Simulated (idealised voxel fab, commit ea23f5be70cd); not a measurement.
Herein follows the process module entitled voxel ribs on slabs.
Square cells of 5 nm make up the cross-section cut, whose width is 280 nm.
Heads up, the way a cross-section reads in here is a grid of square cells, handed over as bands from the top down, with every band being one or more rows of cells.
Within each band entry, the heights of the top and of the bottom of the band appear first, in that order and in nm; the materials of the band then follow from left to right, each with its corresponding width in nm. The designation "edge to edge" on a single material indicates that it fills the band from edge to edge; the designation "empty" indicates empty space.
Convention: height 0 is the level below which the wafer, as received, is all one material. The lowest band does not terminate at the bottom but continues downward, represented as "0 nm and below".
It should be noted that a width expressed as "30..40" varies in equal increments from row to row of cells within the band, taking the value of the first number at the top row and that of the second number at the bottom row.
What does "identical to before" mean for a step? It means no cell of the cross-section changed in that step.
"Closed internal cavities" lists enclosed empty spaces (at least 8 cells, no open path upward to the top), each as width x height at distance from the left edge, in nm.
Anything after a step's settings on that line? It's the simulator's own note about the step.
Steps that use a mask can have "overlay nm" on their line. It says how far the mask sat to the right of where it was meant to be. Negative means to the left.
### Steps planned for the process
1: RECEIVE, material Si
2: DIRECTIONAL_DEP, material SiO2, thk nm 25
3: DIRECTIONAL_DEP, material polySi, thk nm 25
4: MASKED_ETCH, tone cover, mask id RIB, width nm 25, etch materials polySi, depth nm 10, overlay nm 0
5: DIRECTIONAL_DEP, material aC, thk nm 15
6: PATTERN, tone cover, mask id SLAB, material resist, width nm 55, thk nm 35, overlay nm 0
7: DIRECTIONAL_ETCH, etch materials aC, depth nm 15
8: STRIP, etch materials resist
9: DIRECTIONAL_ETCH, etch materials polySi, depth nm 15
10: STRIP, etch materials aC
11: FILL_DEP, material SiO2, thk nm 15
12: CMP, height nm 60
13: DIRECTIONAL_DEP, material TiN, thk nm 10
14: MASKED_ETCH, tone cover, mask id HEATER, width nm 35, etch materials TiN, depth nm 10, overlay nm 0
15: CONFORMAL_DEP, material SiN, thk nm 5
### As received (post step 1): cross-section
* 0 nm and below: Si edge to edge
* Closed internal cavities: none
### The plan above was carried out on the starting structure above with one mistake, and this cross-section shows the wafer at the end of the module
* 75 nm to 70 nm: 125 of SiN | 25 of empty | 130 of SiN
* 70 nm to 65 nm: 120 of TiN | 5 of SiN | 25 of empty | 5 of SiN | 125 of TiN
* 65 nm to 60 nm: 120 of TiN | 35 of SiN | 125 of TiN
* 60 nm to 50 nm: SiO2 edge to edge
* 50 nm to 40 nm: 125 of SiO2 | 25 of polySi | 130 of SiO2
* 40 nm to 25 nm: 110 of SiO2 | 55 of polySi | 115 of SiO2
* 25 nm to 0 nm: SiO2 edge to edge
* 0 nm and below: Si edge to edge
* Closed internal cavities: none
what went wrong: in deviation from the planned setting, step 14 was conducted as MASKED_ETCH, tone open, mask id HEATER, width nm 35, etch materials TiN, depth nm 10, overlay nm 0
